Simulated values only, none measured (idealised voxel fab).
The following process module bears the name voxel capacitor over wiring.
The width of the displayed cross-section, cut, is 200 nm; its cells are square, with a size of 5 nm.
In this document a cross-section is written as a grid of square cells. It is given as a series of bands, listed from the top down, and a band is one or more rows of cells. Quick guide to a band line: top height, bottom height (nm) up front; then every material left to right with its width in nm. Only one material and it's marked "all across"? Then it fills the band edge to edge. And "empty" just means empty space. It should be noted that heights are counted from 0, beneath which the wafer as supplied is of one material throughout, and that the lowest band possesses no lower boundary but continues downward, as written in "top 0, no bottom". The two numbers in a width such as "30..40" mark its ends across the band: the first belongs to the top row of cells, the second to the bottom row, and from each row to the next the width moves by the same amount. A step reported as "no modification" is a step in which no cell of the cross-section changed. Empty spaces without an open route to the top, at least 8 cells in extent, make up the entry "Internal closed voids"; each is given as width x height at distance, where the distance is measured from the left edge, and all are in nm. What comes after the settings on a step's line is commentary from the simulator itself on that step. The "overlay nm" setting may appear on a step's line; for a step that uses a mask, it gives how far to the right of its planned position the mask lay, and a negative value indicates the left. If you're wondering how to read the rest of this, here's the deal. It's pairs of cross-sections: one from before a process step, one from after it. The after one is only drawn as far down as the lowest band that changed. Right under each pair you'll see which step sits between them and what its settings were. Don't read the pairs as one continuous story, though. They can come from different runs of this module on the same starting wafer, and a pair only carries on from the one above it where its entry headed "Incoming structure" says so.

INCOMING STRUCTURE
  top 80, bottom 70 | empty=55, then aC=65, then empty=80
  top 70, bottom 65 | empty=55, then TiN=65, then empty=80
  top 65, bottom 55 | TiN all across
  top 55, bottom 50 | HfO2 all across
  top 50, bottom 40 | SiO2=55, then TiN=5, then W=5, then TiN=5, then SiO2=130
  top 40, bottom 35 | SiCN=55, then TiN=15, then SiCN=130
  top 35, bottom 20 | lowk=45, then Ru=25, then lowk=60, then Ru=25, then lowk=45
  top 20, bottom 15 | lowk=45, then TiN=25, then lowk=60, then TiN=25, then lowk=45
  top 15, bottom 0 | SiO2 all across
  top 0, no bottom | Si all across
  Internal closed voids: none

POST-STEP SNAPSHOT
  top 70, bottom 65 | empty=55, then TiN=65, then empty=80
  Under the height 65 nothing was changed.
  Internal closed voids: none
Step between the cross-sections above: STRIP with etch materials aC

Incoming structure: as shown after the step in the preceding pair, directly above.

POST-STEP SNAPSHOT
  top 70, bottom 65 | empty=55, then TiN=65, then empty=80
  top 65, bottom 55 | empty=50, then TiN=75, then empty=75
  Under the height 55 nothing was changed.
  Internal closed voids: none
Step between the cross-sections above: MASKED_ETCH with tone cover, mask id LOWER_PLATE, width nm 75, etch materials TiN, depth nm 10, overlay nm 0

Incoming structure: as shown after the step in the preceding pair, directly above.

POST-STEP SNAPSHOT
  top 90, bottom 70 | SiO2 all across
  top 70, bottom 65 | SiO2=55, then TiN=65, then SiO2=80
  top 65, bottom 55 | SiO2=50, then TiN=75, then SiO2=75
  Under the height 55 nothing was changed.
  Internal closed voids: none
Step between the cross-sections above: FILL_DEP with material SiO2, thk nm 20

Incoming structure: as shown after the step in the preceding pair, directly above.

POST-STEP SNAPSHOT
  top 85, bottom 70 | SiO2 all across
  Under the height 70 nothing was changed.
  Internal closed voids: none
Step between the cross-sections above: CMP with height nm 85

Incoming structure: as shown after the step in the preceding pair, directly above.

POST-STEP SNAPSHOT
  top 85, bottom 70 | SiO2=65, then empty=15, then SiO2=120
  Under the height 70 nothing was changed.
  Internal closed voids: none
Step between the cross-sections above: MASKED_ETCH with tone open, mask id PLUG_2, width nm 15, etch materials SiO2, depth nm 15, overlay nm 0

Incoming structure: as shown after the step in the preceding pair, directly above.

POST-STEP SNAPSHOT
  top 90, bottom 85 | TiN=70, then empty=5, then TiN=125
  top 85, bottom 75 | SiO2=65, then TiN=5, then empty=5, then TiN=5, then SiO2=120
  top 75, bottom 65 | SiO2=65..55, then TiN=15..65, then SiO2=120..80
  Under the height 65 nothing was changed.
  Internal closed voids: none
Step between the cross-sections above: CONFORMAL_DEP with material TiN, thk nm 5

Incoming structure: as shown after the step in the preceding pair, directly above.

POST-STEP SNAPSHOT
  top 95, bottom 90 | Cu all across
  top 90, bottom 85 | TiN=70, then Cu=5, then TiN=125
  top 85, bottom 75 | SiO2=65, then TiN=5, then Cu=5, then TiN=5, then SiO2=120
  Under the height 75 nothing was changed.
  Internal closed voids: none
Step between the cross-sections above: FILL_DEP with material Cu, thk nm 5

Incoming structure: as shown after the step in the preceding pair, directly above.

POST-STEP SNAPSHOT
  top 85, bottom 75 | SiO2=65, then TiN=5, then Cu=5, then TiN=5, then SiO2=120
  Under the height 75 nothing was changed.
  Internal closed voids: none
Step between the cross-sections above: CMP with height nm 85

Incoming structure: as shown after the step in the preceding pair, directly above.

POST-STEP SNAPSHOT
  top 90, bottom 85 | SiN all across
  Under the height 85 nothing was changed.
  Internal closed voids: none
Step between the cross-sections above: CONFORMAL_DEP with material SiN, thk nm 5

INCOMING STRUCTURE
  top 70, bottom 65 | empty=55, then TiN=65, then empty=80
  top 65, bottom 60 | empty=55, then HfO2=65, then empty=80
  top 60, bottom 50 | TiN all across
  top 50, bottom 40 | SiO2=55, then TiN=5, then W=5, then TiN=5, then SiO2=130
  top 40, bottom 35 | SiCN=55, then TiN=15, then SiCN=130
  top 35, bottom 20 | lowk=45, then Ru=25, then lowk=60, then Ru=25, then lowk=45
  top 20, bottom 15 | lowk=45, then TiN=25, then lowk=60, then TiN=25, then lowk=45
  top 15, bottom 0 | SiO2 all across
  top 0, no bottom | Si all across
  Internal closed voids: none

POST-STEP SNAPSHOT
  top 70, bottom 65 | empty=55, then TiN=65, then empty=80
  top 65, bottom 60 | empty=55, then HfO2=65, then empty=80
  top 60, bottom 55 | empty=50, then TiN=75, then empty=75
  Under the height 55 nothing was changed.
  Internal closed voids: none
Step between the cross-sections above: MASKED_ETCH with tone cover, mask id LOWER_PLATE, width nm 75, etch materials TiN, depth nm 5, overlay nm 0

Incoming structure: as shown after the step in the preceding pair, directly above.

POST-STEP SNAPSHOT
  top 90, bottom 70 | SiO2 all across
  top 70, bottom 65 | SiO2=55, then TiN=65, then SiO2=80
  top 65, bottom 60 | SiO2=55, then HfO2=65, then SiO2=80
  top 60, bottom 55 | SiO2=50, then TiN=75, then SiO2=75
  Under the height 55 nothing was changed.
  Internal closed voids: none
Step between the cross-sections above: FILL_DEP with material SiO2, thk nm 20

Incoming structure: as shown after the step in the preceding pair, directly above.

POST-STEP SNAPSHOT
  top 85, bottom 70 | SiO2 all across
  Under the height 70 nothing was changed.
  Internal closed voids: none
Step between the cross-sections above: CMP with height nm 85

Incoming structure: as shown after the step in the preceding pair, directly above.

POST-STEP SNAPSHOT
  top 85, bottom 70 | SiO2=65, then empty=15, then SiO2=120
  Under the height 70 nothing was changed.
  Internal closed voids: none
Step between the cross-sections above: MASKED_ETCH with tone open, mask id PLUG_2, width nm 15, etch materials SiO2, depth nm 15, overlay nm 0

Incoming structure: as shown after the step in the preceding pair, directly above.

POST-STEP SNAPSHOT
  top 90, bottom 85 | TiN=70, then empty=5, then TiN=125
  top 85, bottom 75 | SiO2=65, then TiN=5, then empty=5, then TiN=5, then SiO2=120
  top 75, bottom 65 | SiO2=65..55, then TiN=15..65, then SiO2=120..80
  Under the height 65 nothing was changed.
  Internal closed voids: none
Step between the cross-sections above: CONFORMAL_DEP with material TiN, thk nm 5

Incoming structure: as shown after the step in the preceding pair, directly above.

POST-STEP SNAPSHOT
  top 95, bottom 90 | Cu all across
  top 90, bottom 85 | TiN=70, then Cu=5, then TiN=125
  top 85, bottom 75 | SiO2=65, then TiN=5, then Cu=5, then TiN=5, then SiO2=120
  Under the height 75 nothing was changed.
  Internal closed voids: none
Step between the cross-sections above: FILL_DEP with material Cu, thk nm 5

Incoming structure: as shown after the step in the preceding pair, directly above.

POST-STEP SNAPSHOT
  top 85, bottom 75 | SiO2=65, then TiN=5, then Cu=5, then TiN=5, then SiO2=120
  Under the height 75 nothing was changed.
  Internal closed voids: none
Step between the cross-sections above: CMP with height nm 85

Incoming structure: as shown after the step in the preceding pair, directly above.

POST-STEP SNAPSHOT
  top 90, bottom 85 | SiN all across
  Under the height 85 nothing was changed.
  Internal closed voids: none
Step between the cross-sections above: CONFORMAL_DEP with material SiN, thk nm 5

INCOMING STRUCTURE
  top 80, bottom 70 | aC all across
  top 70, bottom 65 | TiN all across
  top 65, bottom 60 | HfO2 all across
  top 60, bottom 50 | TiN all across
  top 50, bottom 40 | SiO2=55, then TiN=5, then W=5, then TiN=5, then SiO2=130
  top 40, bottom 35 | SiCN=55, then TiN=15, then SiCN=130
  top 35, bottom 20 | lowk=45, then Ru=25, then lowk=60, then Ru=25, then lowk=45
  top 20, bottom 15 | lowk=45, then TiN=25, then lowk=60, then TiN=25, then lowk=45
  top 15, bottom 0 | SiO2 all across
  top 0, no bottom | Si all across
  Internal closed voids: none

POST-STEP SNAPSHOT
  top 110, bottom 80 | empty=60, then resist=55, then empty=85
  Under the height 80 nothing was changed.
  Internal closed voids: none
Step between the cross-sections above: PATTERN with tone cover, mask id UPPER_PLATE, material resist, width nm 55, thk nm 30, overlay nm 0

Incoming structure: as shown after the step in the preceding pair, directly above.

POST-STEP SNAPSHOT
  top 100, bottom 80 | empty=60, then resist=55, then empty=85
  top 80, bottom 70 | empty=60, then aC=55, then empty=85
  Under the height 70 nothing was changed.
  Internal closed voids: none
Step between the cross-sections above: DIRECTIONAL_ETCH with etch materials aC, depth nm 10

Incoming structure: as shown after the step in the preceding pair, directly above.

POST-STEP SNAPSHOT
  top 80, bottom 70 | empty=60, then aC=55, then empty=85
  Under the height 70 nothing was changed.
  Internal closed voids: none
Step between the cross-sections above: STRIP with etch materials resist

Incoming structure: as shown after the step in the preceding pair, directly above.

POST-STEP SNAPSHOT
  top 80, bottom 70 | empty=60, then aC=55, then empty=85
  top 70, bottom 65 | empty=60, then TiN=55, then empty=85
  Under the height 65 nothing was changed.
  Internal closed voids: none
Step between the cross-sections above: DIRECTIONAL_ETCH with etch materials TiN, depth nm 5

Incoming structure: as shown after the step in the preceding pair, directly above.

POST-STEP SNAPSHOT
  top 80, bottom 70 | empty=60, then aC=55, then empty=85
  top 70, bottom 65 | empty=60, then TiN=55, then empty=85
  top 65, bottom 60 | empty=60, then HfO2=55, then empty=85
  Under the height 60 nothing was changed.
  Internal closed voids: none
Step between the cross-sections above: DIRECTIONAL_ETCH with etch materials HfO2, depth nm 5

Incoming structure: as shown after the step in the preceding pair, directly above.

POST-STEP SNAPSHOT
  top 70, bottom 65 | empty=60, then TiN=55, then empty=85
  Under the height 65 nothing was changed.
  Internal closed voids: none
Step between the cross-sections above: STRIP with etch materials aC

Incoming structure: as shown after the step in the preceding pair, directly above.

POST-STEP SNAPSHOT
  top 70, bottom 65 | empty=60, then TiN=55, then empty=85
  top 65, bottom 60 | empty=60, then HfO2=55, then empty=85
  top 60, bottom 50 | empty=50, then TiN=75, then empty=75
  Under the height 50 nothing was changed.
  Internal closed voids: none
Step between the cross-sections above: MASKED_ETCH with tone cover, mask id LOWER_PLATE, width nm 75, etch materials TiN, depth nm 10, overlay nm 0

Incoming structure: as shown after the step in the preceding pair, directly above.

POST-STEP SNAPSHOT
  top 90, bottom 70 | SiO2 all across
  top 70, bottom 65 | SiO2=60, then TiN=55, then SiO2=85
  top 65, bottom 60 | SiO2=60, then HfO2=55, then SiO2=85
  top 60, bottom 50 | SiO2=50, then TiN=75, then SiO2=75
  Under the height 50 nothing was changed.
  Internal closed voids: none
Step between the cross-sections above: FILL_DEP with material SiO2, thk nm 20

Incoming structure: as shown after the step in the preceding pair, directly above.

POST-STEP SNAPSHOT
  top 85, bottom 70 | SiO2 all across
  Under the height 70 nothing was changed.
  Internal closed voids: none
Step between the cross-sections above: CMP with height nm 85

Incoming structure: as shown after the step in the preceding pair, directly above.

POST-STEP SNAPSHOT
  top 85, bottom 70 | SiO2=65, then empty=15, then SiO2=120
  Under the height 70 nothing was changed.
  Internal closed voids: none
Step between the cross-sections above: MASKED_ETCH with tone open, mask id PLUG_2, width nm 15, etch materials SiO2, depth nm 15, overlay nm 0

Incoming structure: as shown after the step in the preceding pair, directly above.

POST-STEP SNAPSHOT
  top 90, bottom 85 | TiN=70, then empty=5, then TiN=125
  top 85, bottom 75 | SiO2=65, then TiN=5, then empty=5, then TiN=5, then SiO2=120
  top 75, bottom 65 | SiO2=65..60, then TiN=15..55, then SiO2=120..85
  Under the height 65 nothing was changed.
  Internal closed voids: none
Step between the cross-sections above: CONFORMAL_DEP with material TiN, thk nm 5

Incoming structure: as shown after the step in the preceding pair, directly above.

POST-STEP SNAPSHOT
  top 95, bottom 90 | Cu all across
  top 90, bottom 85 | TiN=70, then Cu=5, then TiN=125
  top 85, bottom 75 | SiO2=65, then TiN=5, then Cu=5, then TiN=5, then SiO2=120
  Under the height 75 nothing was changed.
  Internal closed voids: none
Step between the cross-sections above: FILL_DEP with material Cu, thk nm 5

Incoming structure: as shown after the step in the preceding pair, directly above.

POST-STEP SNAPSHOT
  top 85, bottom 75 | SiO2=65, then TiN=5, then Cu=5, then TiN=5, then SiO2=120
  Under the height 75 nothing was changed.
  Internal closed voids: none
Step between the cross-sections above: CMP with height nm 85

Incoming structure: as shown after the step in the preceding pair, directly above.

POST-STEP SNAPSHOT
  top 90, bottom 85 | SiN all across
  Under the height 85 nothing was changed.
  Internal closed voids: none
Step between the cross-sections above: CONFORMAL_DEP with material SiN, thk nm 5

INCOMING STRUCTURE
  top 70, bottom 65 | empty=55, then TiN=65, then empty=80
  top 65, bottom 60 | empty=55, then HfO2=65, then empty=80
  top 60, bottom 50 | TiN all across
  top 50, bottom 40 | SiO2=55, then TiN=5, then W=5, then TiN=5, then SiO2=130
  top 40, bottom 35 | SiCN=55, then TiN=15, then SiCN=130
  top 35, bottom 20 | lowk=45, then Ru=25, then lowk=60, then Ru=25, then lowk=45
  top 20, bottom 15 | lowk=45, then TiN=25, then lowk=60, then TiN=25, then lowk=45
  top 15, bottom 0 | SiO2 all across
  top 0, no bottom | Si all across
  Internal closed voids: none

POST-STEP SNAPSHOT
  top 70, bottom 65 | empty=60, then TiN=60, then empty=80
  top 65, bottom 60 | empty=55, then HfO2=65, then empty=80
  top 60, bottom 50 | empty=55, then TiN=80, then empty=65
  Under the height 50 nothing was changed.
  Internal closed voids: none
Step between the cross-sections above: MASKED_ETCH with tone cover, mask id LOWER_PLATE, width nm 75, etch materials TiN, depth nm 10, overlay nm 10

Incoming structure: as shown after the step in the preceding pair, directly above.

POST-STEP SNAPSHOT
  top 90, bottom 70 | SiO2 all across
  top 70, bottom 65 | SiO2=60, then TiN=60, then SiO2=80
  top 65, bottom 60 | SiO2=55, then HfO2=65, then SiO2=80
  top 60, bottom 50 | SiO2=55, then TiN=80, then SiO2=65
  Under the height 50 nothing was changed.
  Internal closed voids: none
Step between the cross-sections above: FILL_DEP with material SiO2, thk nm 20

Incoming structure: as shown after the step in the preceding pair, directly above.

POST-STEP SNAPSHOT
  top 85, bottom 70 | SiO2 all across
  Under the height 70 nothing was changed.
  Internal closed voids: none
Step between the cross-sections above: CMP with height nm 85

Incoming structure: as shown after the step in the preceding pair, directly above.

POST-STEP SNAPSHOT
  top 85, bottom 70 | SiO2=65, then empty=15, then SiO2=120
  Under the height 70 nothing was changed.
  Internal closed voids: none
Step between the cross-sections above: MASKED_ETCH with tone open, mask id PLUG_2, width nm 15, etch materials SiO2, depth nm 15, overlay nm 0

Incoming structure: as shown after the step in the preceding pair, directly above.

POST-STEP SNAPSHOT
  top 90, bottom 85 | TiN=70, then empty=5, then TiN=125
  top 85, bottom 75 | SiO2=65, then TiN=5, then empty=5, then TiN=5, then SiO2=120
  top 75, bottom 65 | SiO2=65..60, then TiN=15..60, then SiO2=120..80
  Under the height 65 nothing was changed.
  Internal closed voids: none
Step between the cross-sections above: CONFORMAL_DEP with material TiN, thk nm 5

Incoming structure: as shown after the step in the preceding pair, directly above.

POST-STEP SNAPSHOT
  top 95, bottom 90 | Cu all across
  top 90, bottom 85 | TiN=70, then Cu=5, then TiN=125
  top 85, bottom 75 | SiO2=65, then TiN=5, then Cu=5, then TiN=5, then SiO2=120
  Under the height 75 nothing was changed.
  Internal closed voids: none
Step between the cross-sections above: FILL_DEP with material Cu, thk nm 5

Incoming structure: as shown after the step in the preceding pair, directly above.

POST-STEP SNAPSHOT
  top 85, bottom 75 | SiO2=65, then TiN=5, then Cu=5, then TiN=5, then SiO2=120
  Under the height 75 nothing was changed.
  Internal closed voids: none
Step between the cross-sections above: CMP with height nm 85

Incoming structure: as shown after the step in the preceding pair, directly above.

POST-STEP SNAPSHOT
  top 90, bottom 85 | SiN all across
  Under the height 85 nothing was changed.
  Internal closed voids: none
Step between the cross-sections above: CONFORMAL_DEP with material SiN, thk nm 5

INCOMING STRUCTURE
  top 35, bottom 20 | lowk=45, then Ru=25, then lowk=60, then Ru=25, then lowk=45
  top 20, bottom 15 | lowk=45, then TiN=25, then lowk=60, then TiN=25, then lowk=45
  top 15, bottom 0 | SiO2 all across
  top 0, no bottom | Si all across
  Internal closed voids: none

POST-STEP SNAPSHOT
  top 40, bottom 35 | Ru all across
  Under the height 35 nothing was changed.
  Internal closed voids: none
Step between the cross-sections above: CONFORMAL_DEP with material Ru, thk nm 5

Incoming structure: as shown after the step in the preceding pair, directly above.

POST-STEP SNAPSHOT
  top 50, bottom 40 | SiO2 all across
  Under the height 40 nothing was changed.
  Internal closed voids: none
Step between the cross-sections above: DIRECTIONAL_DEP with material SiO2, thk nm 10

Incoming structure: as shown after the step in the preceding pair, directly above.

POST-STEP SNAPSHOT
  top 50, bottom 40 | SiO2=55, then empty=15, then SiO2=130
  Under the height 40 nothing was changed.
  Internal closed voids: none
Step between the cross-sections above: MASKED_ETCH with tone open, mask id PLUG_1, width nm 15, etch materials SiO2, depth nm 10, overlay nm 0

Incoming structure: as shown after the step in the preceding pair, directly above.

POST-STEP SNAPSHOT
  top 55, bottom 50 | TiN=60, then empty=5, then TiN=135
  top 50, bottom 45 | SiO2=55, then TiN=5, then empty=5, then TiN=5, then SiO2=130
  top 45, bottom 40 | SiO2=55, then TiN=15, then SiO2=130
  Under the height 40 nothing was changed.
  Internal closed voids: none
Step between the cross-sections above: CONFORMAL_DEP with material TiN, thk nm 5

Incoming structure: as shown after the step in the preceding pair, directly above.

POST-STEP SNAPSHOT
  top 60, bottom 55 | W all across
  top 55, bottom 50 | TiN=60, then W=5, then TiN=135
  top 50, bottom 45 | SiO2=55, then TiN=5, then W=5, then TiN=5, then SiO2=130
  Under the height 45 nothing was changed.
  Internal closed voids: none
Step between the cross-sections above: FILL_DEP with material W, thk nm 5

Incoming structure: as shown after the step in the preceding pair, directly above.

POST-STEP SNAPSHOT
  top 50, bottom 45 | SiO2=55, then TiN=5, then W=5, then TiN=5, then SiO2=130
  Under the height 45 nothing was changed.
  Internal closed voids: none
Step between the cross-sections above: CMP with height nm 50

Incoming structure: as shown after the step in the preceding pair, directly above.

POST-STEP SNAPSHOT
  top 60, bottom 50 | TiN all across
  Under the height 50 nothing was changed.
  Internal closed voids: none
Step between the cross-sections above: DIRECTIONAL_DEP with material TiN, thk nm 10

Incoming structure: as shown after the step in the preceding pair, directly above.

POST-STEP SNAPSHOT
  top 65, bottom 60 | HfO2 all across
  Under the height 60 nothing was changed.
  Internal closed voids: none
Step between the cross-sections above: DIRECTIONAL_DEP with material HfO2, thk nm 5

Incoming structure: as shown after the step in the preceding pair, directly above.

POST-STEP SNAPSHOT
  top 70, bottom 65 | TiN all across
  Under the height 65 nothing was changed.
  Internal closed voids: none
Step between the cross-sections above: DIRECTIONAL_DEP with material TiN, thk nm 5

Incoming structure: as shown after the step in the preceding pair, directly above.

POST-STEP SNAPSHOT
  top 80, bottom 70 | aC all across
  Under the height 70 nothing was changed.
  Internal closed voids: none
Step between the cross-sections above: DIRECTIONAL_DEP with material aC, thk nm 10

Incoming structure: as shown after the step in the preceding pair, directly above.

POST-STEP SNAPSHOT
  top 110, bottom 80 | empty=55, then resist=65, then empty=80
  Under the height 80 nothing was changed.
  Internal closed voids: none
Step between the cross-sections above: PATTERN with tone cover, mask id UPPER_PLATE, material resist, width nm 65, thk nm 30, overlay nm 0

Incoming structure: as shown after the step in the preceding pair, directly above.

POST-STEP SNAPSHOT
  top 100, bottom 80 | empty=55, then resist=65, then empty=80
  top 80, bottom 70 | empty=55, then aC=65, then empty=80
  Under the height 70 nothing was changed.
  Internal closed voids: none
Step between the cross-sections above: DIRECTIONAL_ETCH with etch materials aC, depth nm 10

Incoming structure: as shown after the step in the preceding pair, directly above.

POST-STEP SNAPSHOT
  top 80, bottom 70 | empty=55, then aC=65, then empty=80
  Under the height 70 nothing was changed.
  Internal closed voids: none
Step between the cross-sections above: STRIP with etch materials resist

Incoming structure: as shown after the step in the preceding pair, directly above.

POST-STEP SNAPSHOT
  top 80, bottom 70 | empty=55, then aC=65, then empty=80
  top 70, bottom 65 | empty=55, then TiN=65, then empty=80
  Under the height 65 nothing was changed.
  Internal closed voids: none
Step between the cross-sections above: DIRECTIONAL_ETCH with etch materials TiN, depth nm 5

Incoming structure: as shown after the step in the preceding pair, directly above.

POST-STEP SNAPSHOT
  top 80, bottom 70 | empty=55, then aC=65, then empty=80
  top 70, bottom 65 | empty=55, then TiN=65, then empty=80
  top 65, bottom 60 | empty=55, then HfO2=65, then empty=80
  Under the height 60 nothing was changed.
  Internal closed voids: none
Step between the cross-sections above: DIRECTIONAL_ETCH with etch materials HfO2, depth nm 5

Incoming structure: as shown after the step in the preceding pair, directly above.

POST-STEP SNAPSHOT
  top 70, bottom 65 | empty=55, then TiN=65, then empty=80
  Under the height 65 nothing was changed.
  Internal closed voids: none
Step between the cross-sections above: STRIP with etch materials aC

Incoming structure: as shown after the step in the preceding pair, directly above.

POST-STEP SNAPSHOT
  top 70, bottom 65 | empty=55, then TiN=65, then empty=80
  top 65, bottom 60 | empty=55, then HfO2=65, then empty=80
  top 60, bottom 50 | empty=50, then TiN=75, then empty=75
  Under the height 50 nothing was changed.
  Internal closed voids: none
Step between the cross-sections above: MASKED_ETCH with tone cover, mask id LOWER_PLATE, width nm 75, etch materials TiN, depth nm 10, overlay nm 0

Incoming structure: as shown after the step in the preceding pair, directly above.

POST-STEP SNAPSHOT
  top 90, bottom 70 | SiO2 all across
  top 70, bottom 65 | SiO2=55, then TiN=65, then SiO2=80
  top 65, bottom 60 | SiO2=55, then HfO2=65, then SiO2=80
  top 60, bottom 50 | SiO2=50, then TiN=75, then SiO2=75
  Under the height 50 nothing was changed.
  Internal closed voids: none
Step between the cross-sections above: FILL_DEP with material SiO2, thk nm 20

Incoming structure: as shown after the step in the preceding pair, directly above.

POST-STEP SNAPSHOT
  top 85, bottom 70 | SiO2 all across
  Under the height 70 nothing was changed.
  Internal closed voids: none
Step between the cross-sections above: CMP with height nm 85

Incoming structure: as shown after the step in the preceding pair, directly above.

POST-STEP SNAPSHOT
  top 85, bottom 70 | SiO2=65, then empty=15, then SiO2=120
  Under the height 70 nothing was changed.
  Internal closed voids: none
Step between the cross-sections above: MASKED_ETCH with tone open, mask id PLUG_2, width nm 15, etch materials SiO2, depth nm 15, overlay nm 0

Incoming structure: as shown after the step in the preceding pair, directly above.

POST-STEP SNAPSHOT
  top 90, bottom 85 | TiN=70, then empty=5, then TiN=125
  top 85, bottom 75 | SiO2=65, then TiN=5, then empty=5, then TiN=5, then SiO2=120
  top 75, bottom 65 | SiO2=65..55, then TiN=15..65, then SiO2=120..80
  Under the height 65 nothing was changed.
  Internal closed voids: none
Step between the cross-sections above: CONFORMAL_DEP with material TiN, thk nm 5

Incoming structure: as shown after the step in the preceding pair, directly above.

POST-STEP SNAPSHOT
  top 95, bottom 90 | Cu all across
  top 90, bottom 85 | TiN=70, then Cu=5, then TiN=125
  top 85, bottom 75 | SiO2=65, then TiN=5, then Cu=5, then TiN=5, then SiO2=120
  Under the height 75 nothing was changed.
  Internal closed voids: none
Step between the cross-sections above: FILL_DEP with material Cu, thk nm 5

Incoming structure: as shown after the step in the preceding pair, directly above.

POST-STEP SNAPSHOT
  top 85, bottom 75 | SiO2=65, then TiN=5, then Cu=5, then TiN=5, then SiO2=120
  Under the height 75 nothing was changed.
  Internal closed voids: none
Step between the cross-sections above: CMP with height nm 85

Incoming structure: as shown after the step in the preceding pair, directly above.

POST-STEP SNAPSHOT
  top 90, bottom 85 | SiN all across
  Under the height 85 nothing was changed.
  Internal closed voids: none
Step between the cross-sections above: CONFORMAL_DEP with material SiN, thk nm 5

INCOMING STRUCTURE
  top 80, bottom 70 | aC all across
  top 70, bottom 65 | TiN all across
  top 65, bottom 60 | HfO2 all across
  top 60, bottom 50 | TiN all across
  top 50, bottom 40 | SiO2=55, then TiN=5, then W=5, then TiN=5, then SiO2=130
  top 40, bottom 35 | SiCN=55, then TiN=15, then SiCN=130
  top 35, bottom 20 | lowk=45, then Ru=25, then lowk=60, then Ru=25, then lowk=45
  top 20, bottom 15 | lowk=45, then TiN=25, then lowk=60, then TiN=25, then lowk=45
  top 15, bottom 0 | SiO2 all across
  top 0, no bottom | Si all across
  Internal closed voids: none

POST-STEP SNAPSHOT
  top 110, bottom 80 | resist=55, then empty=65, then resist=80
  Under the height 80 nothing was changed.
  Internal closed voids: none
Step between the cross-sections above: PATTERN with tone open, mask id UPPER_PLATE, material resist, width nm 65, thk nm 30, overlay nm 0

Incoming structure: as shown after the step in the preceding pair, directly above.

POST-STEP SNAPSHOT
  top 100, bottom 80 | resist=55, then empty=65, then resist=80
  top 80, bottom 70 | aC=55, then empty=65, then aC=80
  Under the height 70 nothing was changed.
  Internal closed voids: none
Step between the cross-sections above: DIRECTIONAL_ETCH with etch materials aC, depth nm 10

Incoming structure: as shown after the step in the preceding pair, directly above.

POST-STEP SNAPSHOT
  top 80, bottom 70 | aC=55, then empty=65, then aC=80
  Under the height 70 nothing was changed.
  Internal closed voids: none
Step between the cross-sections above: STRIP with etch materials resist

Incoming structure: as shown after the step in the preceding pair, directly above.

POST-STEP SNAPSHOT
  top 80, bottom 70 | aC=55, then empty=65, then aC=80
  top 70, bottom 65 | TiN=55, then empty=65, then TiN=80
  Under the height 65 nothing was changed.
  Internal closed voids: none
Step between the cross-sections above: DIRECTIONAL_ETCH with etch materials TiN, depth nm 5

Incoming structure: as shown after the step in the preceding pair, directly above.

POST-STEP SNAPSHOT
  top 80, bottom 70 | aC=55, then empty=65, then aC=80
  top 70, bottom 65 | TiN=55, then empty=65, then TiN=80
  top 65, bottom 60 | HfO2=55, then empty=65, then HfO2=80
  Under the height 60 nothing was changed.
  Internal closed voids: none
Step between the cross-sections above: DIRECTIONAL_ETCH with etch materials HfO2, depth nm 5

Incoming structure: as shown after the step in the preceding pair, directly above.

POST-STEP SNAPSHOT
  top 70, bottom 65 | TiN=55, then empty=65, then TiN=80
  Under the height 65 nothing was changed.
  Internal closed voids: none
Step between the cross-sections above: STRIP with etch materials aC

Incoming structure: as shown after the step in the preceding pair, directly above.

POST-STEP SNAPSHOT
  top 70, bottom 65 | empty=50, then TiN=5, then empty=65, then TiN=5, then empty=75
  Under the height 65 nothing was changed.
  Internal closed voids: none
Step between the cross-sections above: MASKED_ETCH with tone cover, mask id LOWER_PLATE, width nm 75, etch materials TiN, depth nm 10, overlay nm 0

Incoming structure: as shown after the step in the preceding pair, directly above.

POST-STEP SNAPSHOT
  top 90, bottom 70 | SiO2 all across
  top 70, bottom 65 | SiO2=50, then TiN=5, then SiO2=65, then TiN=5, then SiO2=75
  top 65, bottom 60 | HfO2=55, then SiO2=65, then HfO2=80
  Under the height 60 nothing was changed.
  Internal closed voids: none
Step between the cross-sections above: FILL_DEP with material SiO2, thk nm 20

Incoming structure: as shown after the step in the preceding pair, directly above.

POST-STEP SNAPSHOT
  top 85, bottom 70 | SiO2 all across
  Under the height 70 nothing was changed.
  Internal closed voids: none
Step between the cross-sections above: CMP with height nm 85

Incoming structure: as shown after the step in the preceding pair, directly above.

POST-STEP SNAPSHOT
  top 85, bottom 70 | SiO2=65, then empty=15, then SiO2=120
  Under the height 70 nothing was changed.
  Internal closed voids: none
Step between the cross-sections above: MASKED_ETCH with tone open, mask id PLUG_2, width nm 15, etch materials SiO2, depth nm 15, overlay nm 0

Incoming structure: as shown after the step in the preceding pair, directly above.

POST-STEP SNAPSHOT
  top 90, bottom 85 | TiN=70, then empty=5, then TiN=125
  top 85, bottom 75 | SiO2=65, then TiN=5, then empty=5, then TiN=5, then SiO2=120
  top 75, bottom 70 | SiO2=65, then TiN=15, then SiO2=120
  Under the height 70 nothing was changed.
  Internal closed voids: none
Step between the cross-sections above: CONFORMAL_DEP with material TiN, thk nm 5

Incoming structure: as shown after the step in the preceding pair, directly above.

POST-STEP SNAPSHOT
  top 95, bottom 90 | Cu all across
  top 90, bottom 85 | TiN=70, then Cu=5, then TiN=125
  top 85, bottom 75 | SiO2=65, then TiN=5, then Cu=5, then TiN=5, then SiO2=120
  Under the height 75 nothing was changed.
  Internal closed voids: none
Step between the cross-sections above: FILL_DEP with material Cu, thk nm 5

Incoming structure: as shown after the step in the preceding pair, directly above.

POST-STEP SNAPSHOT
  top 85, bottom 75 | SiO2=65, then TiN=5, then Cu=5, then TiN=5, then SiO2=120
  Under the height 75 nothing was changed.
  Internal closed voids: none
Step between the cross-sections above: CMP with height nm 85

Incoming structure: as shown after the step in the preceding pair, directly above.

POST-STEP SNAPSHOT
  top 90, bottom 85 | SiN all across
  Under the height 85 nothing was changed.
  Internal closed voids: none
Step between the cross-sections above: CONFORMAL_DEP with material SiN, thk nm 5
